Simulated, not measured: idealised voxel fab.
process module | voxel wiring stack
cross-section cut | 215 nm wide | cells 5 nm
A cross-section is a grid of square cells, given in bands from the top down. A band is one or more rows of cells.
Each band's line starts with the height of the band's top and of its bottom, in nm. Then come its materials from left to right, each with its width in nm. One material with "throughout" fills the band from edge to edge. "air" is empty space.
Height 0 is the level under which the wafer as received is all one material. The lowest band goes on downwards, as in "0 down".
A width such as "30 to 40" changes by the same amount from each row of cells to the next, from the band's top row to its bottom row.
"no change" after a step means that no cell of the cross-section changed.
closed voids: empty space of 8 cells or more with no open way to the top, each as width x height at its distance from the left edge, in nm
after a step's settings: what the simulator itself notes on the step
overlay nm, on a step with a mask: how far to the right of its planned place the mask lay; to the left if negative
plan
1 op RECEIVE | material Si
2 op CONFORMAL_DEP | material SiO2 | thk nm 15
3 op DIRECTIONAL_DEP | material TiN | thk nm 5
4 op DIRECTIONAL_DEP | material W | thk nm 25
5 op MASKED_ETCH | tone cover | mask id METAL_1 | width nm 25 | pitch nm 50 | etch materials W | depth nm 25 | overlay nm 0
6 op MASKED_ETCH | tone cover | mask id METAL_1 | width nm 25 | pitch nm 50 | etch materials TiN | depth nm 5 | overlay nm 0
7 op CONFORMAL_DEP | material SiCN | thk nm 5
8 op FILL_DEP | material lowk | thk nm 10
9 op CMP | height nm 45
10 op CONFORMAL_DEP | material SiCN | thk nm 5
11 op DIRECTIONAL_DEP | material lowk | thk nm 10
12 op DIRECTIONAL_DEP | material aC | thk nm 15
13 op PATTERN | tone open | mask id PLUG_1 | material resist | width nm 15 | pitch nm 50 | thk nm 35 | overlay nm 0
14 op DIRECTIONAL_ETCH | etch materials aC | depth nm 15
15 op STRIP | etch materials resist
16 op DIRECTIONAL_ETCH | etch materials lowk | depth nm 10
17 op DIRECTIONAL_ETCH | etch materials SiCN | depth nm 5
18 op STRIP | etch materials aC
19 op CONFORMAL_DEP | material TiN | thk nm 5
20 op FILL_DEP | material W | thk nm 5
21 op CMP | height nm 60
22 op DIRECTIONAL_DEP | material TiN | thk nm 5
23 op DIRECTIONAL_DEP | material W | thk nm 15
24 op MASKED_ETCH | tone cover | mask id METAL_2 | width nm 25 | pitch nm 50 | etch materials W | depth nm 15 | overlay nm 0
25 op MASKED_ETCH | tone cover | mask id METAL_2 | width nm 25 | pitch nm 50 | etch materials TiN | depth nm 5 | overlay nm 0
26 op CONFORMAL_DEP | material SiN | thk nm 5
27 op FILL_DEP | material SiO2 | thk nm 5
28 op CMP | height nm 80
29 op CONFORMAL_DEP | material SiCN | thk nm 5
30 op DIRECTIONAL_DEP | material SiO2 | thk nm 25
31 op DIRECTIONAL_DEP | material aC | thk nm 15
32 op PATTERN | tone open | mask id METAL_3 | material resist | width nm 25 | pitch nm 50 | thk nm 30 | overlay nm 0
33 op DIRECTIONAL_ETCH | etch materials aC | depth nm 15
34 op STRIP | etch materials resist
35 op DIRECTIONAL_ETCH | etch materials SiO2 | depth nm 15
36 op STRIP | etch materials aC
37 op PATTERN | tone open | mask id METAL_3_HOLES | material resist | width nm 15 | thk nm 20 | overlay nm 0
38 op DIRECTIONAL_ETCH | etch materials SiO2 | depth nm 10
39 op DIRECTIONAL_ETCH | etch materials SiCN | depth nm 5
40 op STRIP | etch materials resist
41 op CONFORMAL_DEP | material TiN | thk nm 5
42 op FILL_DEP | material Ru | thk nm 10
43 op CMP | height nm 110
44 op CONFORMAL_DEP | material SiN | thk nm 5
first wafer, as planned
as received, after step 1
  0 down: Si throughout
  closed voids: none
after step 2
  15 to 0: SiO2 throughout
  below 0: unchanged
after step 3
  20 to 15: TiN throughout
  below 15: unchanged
after step 4
  45 to 20: W throughout
  below 20: unchanged
after step 5
  45 to 20: air 70 | W 25 | air 25 | W 25 | air 70
  below 20: unchanged
after step 6
  45 to 20: air 70 | W 25 | air 25 | W 25 | air 70
  20 to 15: air 70 | TiN 25 | air 25 | TiN 25 | air 70
  below 15: unchanged
after step 7
  50 to 45: air 65 | SiCN 35 | air 15 | SiCN 35 | air 65
  45 to 20: air 65 | SiCN 5 | W 25 | SiCN 5 | air 15 | SiCN 5 | W 25 | SiCN 5 | air 65
  20 to 15: SiCN 70 | TiN 25 | SiCN 25 | TiN 25 | SiCN 70
  below 15: unchanged
after step 8
  60 to 50: lowk throughout
  50 to 45: lowk 65 | SiCN 35 | lowk 15 | SiCN 35 | lowk 65
  45 to 20: lowk 65 | SiCN 5 | W 25 | SiCN 5 | lowk 15 | SiCN 5 | W 25 | SiCN 5 | lowk 65
  below 20: unchanged
after step 9
  45 to 20: lowk 65 | SiCN 5 | W 25 | SiCN 5 | lowk 15 | SiCN 5 | W 25 | SiCN 5 | lowk 65
  below 20: unchanged
after step 10
  50 to 45: SiCN throughout
  below 45: unchanged
after step 11
  60 to 50: lowk throughout
  below 50: unchanged
after step 12
  75 to 60: aC throughout
  below 60: unchanged
after step 13
  110 to 75: resist 70 | air 15 | resist 35 | air 15 | resist 80
  below 75: unchanged
after step 14
  95 to 75: resist 70 | air 15 | resist 35 | air 15 | resist 80
  75 to 60: aC 70 | air 15 | aC 35 | air 15 | aC 80
  below 60: unchanged
after step 15
  75 to 60: aC 70 | air 15 | aC 35 | air 15 | aC 80
  below 60: unchanged
after step 16
  75 to 60: aC 70 | air 15 | aC 35 | air 15 | aC 80
  60 to 50: lowk 70 | air 15 | lowk 35 | air 15 | lowk 80
  below 50: unchanged
after step 17
  75 to 60: aC 70 | air 15 | aC 35 | air 15 | aC 80
  60 to 50: lowk 70 | air 15 | lowk 35 | air 15 | lowk 80
  50 to 45: SiCN 70 | air 15 | SiCN 35 | air 15 | SiCN 80
  below 45: unchanged
after step 18
  60 to 50: lowk 70 | air 15 | lowk 35 | air 15 | lowk 80
  below 50: unchanged
after step 19
  65 to 60: TiN 75 | air 5 | TiN 45 | air 5 | TiN 85
  60 to 50: lowk 70 | TiN 5 | air 5 | TiN 5 | lowk 35 | TiN 5 | air 5 | TiN 5 | lowk 80
  50 to 45: SiCN 70 | TiN 15 | SiCN 35 | TiN 15 | SiCN 80
  below 45: unchanged
after step 20
  70 to 65: W throughout
  65 to 60: TiN 75 | W 5 | TiN 45 | W 5 | TiN 85
  60 to 50: lowk 70 | TiN 5 | W 5 | TiN 5 | lowk 35 | TiN 5 | W 5 | TiN 5 | lowk 80
  below 50: unchanged
after step 21
  60 to 50: lowk 70 | TiN 5 | W 5 | TiN 5 | lowk 35 | TiN 5 | W 5 | TiN 5 | lowk 80
  below 50: unchanged
after step 22
  65 to 60: TiN throughout
  below 60: unchanged
after step 23
  80 to 65: W throughout
  below 65: unchanged
after step 24
  80 to 65: air 70 | W 25 | air 25 | W 25 | air 70
  below 65: unchanged
after step 25
  80 to 65: air 70 | W 25 | air 25 | W 25 | air 70
  65 to 60: air 70 | TiN 25 | air 25 | TiN 25 | air 70
  below 60: unchanged
after step 26
  85 to 80: air 65 | SiN 35 | air 15 | SiN 35 | air 65
  80 to 65: air 65 | SiN 5 | W 25 | SiN 5 | air 15 | SiN 5 | W 25 | SiN 5 | air 65
  65 to 60: SiN 70 | TiN 25 | SiN 25 | TiN 25 | SiN 70
  below 60: unchanged
after step 27
  90 to 85: SiO2 throughout
  85 to 80: SiO2 65 | SiN 35 | SiO2 15 | SiN 35 | SiO2 65
  80 to 65: SiO2 65 | SiN 5 | W 25 | SiN 5 | SiO2 15 | SiN 5 | W 25 | SiN 5 | SiO2 65
  below 65: unchanged
after step 28
  80 to 65: SiO2 65 | SiN 5 | W 25 | SiN 5 | SiO2 15 | SiN 5 | W 25 | SiN 5 | SiO2 65
  below 65: unchanged
after step 29
  85 to 80: SiCN throughout
  below 80: unchanged
after step 30
  110 to 85: SiO2 throughout
  below 85: unchanged
after step 31
  125 to 110: aC throughout
  below 110: unchanged
after step 32
  155 to 125: resist 70 | air 25 | resist 25 | air 25 | resist 70
  below 125: unchanged
after step 33
  140 to 125: resist 70 | air 25 | resist 25 | air 25 | resist 70
  125 to 110: aC 70 | air 25 | aC 25 | air 25 | aC 70
  below 110: unchanged
after step 34
  125 to 110: aC 70 | air 25 | aC 25 | air 25 | aC 70
  below 110: unchanged
after step 35
  125 to 110: aC 70 | air 25 | aC 25 | air 25 | aC 70
  110 to 95: SiO2 70 | air 25 | SiO2 25 | air 25 | SiO2 70
  below 95: unchanged
after step 36
  110 to 95: SiO2 70 | air 25 | SiO2 25 | air 25 | SiO2 70
  below 95: unchanged
after step 37
  130 to 110: resist 70 | air 15 | resist 130
  110 to 95: SiO2 70 | air 15 | resist 10 | SiO2 25 | resist 25 | SiO2 70
  below 95: unchanged
after step 38
  130 to 110: resist 70 | air 15 | resist 130
  110 to 95: SiO2 70 | air 15 | resist 10 | SiO2 25 | resist 25 | SiO2 70
  95 to 85: SiO2 70 | air 15 | SiO2 130
  below 85: unchanged
after step 39
  130 to 110: resist 70 | air 15 | resist 130
  110 to 95: SiO2 70 | air 15 | resist 10 | SiO2 25 | resist 25 | SiO2 70
  95 to 85: SiO2 70 | air 15 | SiO2 130
  85 to 80: SiCN 70 | air 15 | SiCN 130
  below 80: unchanged
after step 40
  110 to 95: SiO2 70 | air 25 | SiO2 25 | air 25 | SiO2 70
  below 95: unchanged
after step 41
  115 to 110: TiN 75 | air 15 | TiN 35 | air 15 | TiN 75
  110 to 100: SiO2 70 | TiN 5 | air 15 | TiN 5 | SiO2 25 | TiN 5 | air 15 | TiN 5 | SiO2 70
  100 to 95: SiO2 70 | TiN 5 | air 5 | TiN 15 | SiO2 25 | TiN 25 | SiO2 70
  95 to 85: SiO2 70 | TiN 5 | air 5 | TiN 5 | SiO2 130
  85 to 80: SiCN 70 | TiN 15 | SiCN 130
  below 80: unchanged
after step 42
  125 to 115: Ru throughout
  115 to 110: TiN 75 | Ru 15 | TiN 35 | Ru 15 | TiN 75
  110 to 100: SiO2 70 | TiN 5 | Ru 15 | TiN 5 | SiO2 25 | TiN 5 | Ru 15 | TiN 5 | SiO2 70
  100 to 95: SiO2 70 | TiN 5 | Ru 5 | TiN 15 | SiO2 25 | TiN 25 | SiO2 70
  95 to 85: SiO2 70 | TiN 5 | Ru 5 | TiN 5 | SiO2 130
  below 85: unchanged
after step 43
  110 to 100: SiO2 70 | TiN 5 | Ru 15 | TiN 5 | SiO2 25 | TiN 5 | Ru 15 | TiN 5 | SiO2 70
  below 100: unchanged
after step 44
  115 to 110: SiN throughout
  below 110: unchanged
second wafer: like start, like plan, one mistake. Through step 22 it matches the first wafer
when step 23 should have ended
  80 to 65: aC throughout
  below 65: unchanged
when step 24 should have ended: no change
when step 25 should have ended: no change
when step 26 should have ended
  85 to 80: SiN throughout
  below 80: unchanged
when step 27 should have ended
  90 to 85: SiO2 throughout
  below 85: unchanged
when step 28 should have ended
  80 to 65: aC throughout
  below 65: unchanged
when step 29 should have ended
  85 to 80: SiCN throughout
  below 80: unchanged
when step 30 should have ended
  110 to 85: SiO2 throughout
  below 85: unchanged
when step 31 should have ended
  125 to 110: aC throughout
  below 110: unchanged
when step 32 should have ended
  155 to 125: resist 70 | air 25 | resist 25 | air 25 | resist 70
  below 125: unchanged
when step 33 should have ended
  140 to 125: resist 70 | air 25 | resist 25 | air 25 | resist 70
  125 to 110: aC 70 | air 25 | aC 25 | air 25 | aC 70
  below 110: unchanged
when step 34 should have ended
  125 to 110: aC 70 | air 25 | aC 25 | air 25 | aC 70
  below 110: unchanged
when step 35 should have ended
  125 to 110: aC 70 | air 25 | aC 25 | air 25 | aC 70
  110 to 95: SiO2 70 | air 25 | SiO2 25 | air 25 | SiO2 70
  below 95: unchanged
when step 36 should have ended
  110 to 95: SiO2 70 | air 25 | SiO2 25 | air 25 | SiO2 70
  below 95: unchanged
when step 37 should have ended
  130 to 110: resist 70 | air 15 | resist 130
  110 to 95: SiO2 70 | air 15 | resist 10 | SiO2 25 | resist 25 | SiO2 70
  below 95: unchanged
when step 38 should have ended
  130 to 110: resist 70 | air 15 | resist 130
  110 to 95: SiO2 70 | air 15 | resist 10 | SiO2 25 | resist 25 | SiO2 70
  95 to 85: SiO2 70 | air 15 | SiO2 130
  below 85: unchanged
when step 39 should have ended
  130 to 110: resist 70 | air 15 | resist 130
  110 to 95: SiO2 70 | air 15 | resist 10 | SiO2 25 | resist 25 | SiO2 70
  95 to 85: SiO2 70 | air 15 | SiO2 130
  85 to 80: SiCN 70 | air 15 | SiCN 130
  below 80: unchanged
when step 40 should have ended
  110 to 95: SiO2 70 | air 25 | SiO2 25 | air 25 | SiO2 70
  below 95: unchanged
when step 41 should have ended
  115 to 110: TiN 75 | air 15 | TiN 35 | air 15 | TiN 75
  110 to 100: SiO2 70 | TiN 5 | air 15 | TiN 5 | SiO2 25 | TiN 5 | air 15 | TiN 5 | SiO2 70
  100 to 95: SiO2 70 | TiN 5 | air 5 | TiN 15 | SiO2 25 | TiN 25 | SiO2 70
  95 to 85: SiO2 70 | TiN 5 | air 5 | TiN 5 | SiO2 130
  85 to 80: SiCN 70 | TiN 15 | SiCN 130
  below 80: unchanged
when step 42 should have ended
  125 to 115: Ru throughout
  115 to 110: TiN 75 | Ru 15 | TiN 35 | Ru 15 | TiN 75
  110 to 100: SiO2 70 | TiN 5 | Ru 15 | TiN 5 | SiO2 25 | TiN 5 | Ru 15 | TiN 5 | SiO2 70
  100 to 95: SiO2 70 | TiN 5 | Ru 5 | TiN 15 | SiO2 25 | TiN 25 | SiO2 70
  95 to 85: SiO2 70 | TiN 5 | Ru 5 | TiN 5 | SiO2 130
  below 85: unchanged
when step 43 should have ended
  110 to 100: SiO2 70 | TiN 5 | Ru 15 | TiN 5 | SiO2 25 | TiN 5 | Ru 15 | TiN 5 | SiO2 70
  below 100: unchanged
when step 44 should have ended
  115 to 110: SiN throughout
  below 110: unchanged
what went wrong: step 23 ran as: op DIRECTIONAL_DEP | material aC | thk nm 15
at the end the second wafer has, in cells: 45 fewer of SiN | 87 fewer of SiO2 | 33 more of TiN | 30 fewer of W | 129 more of aC
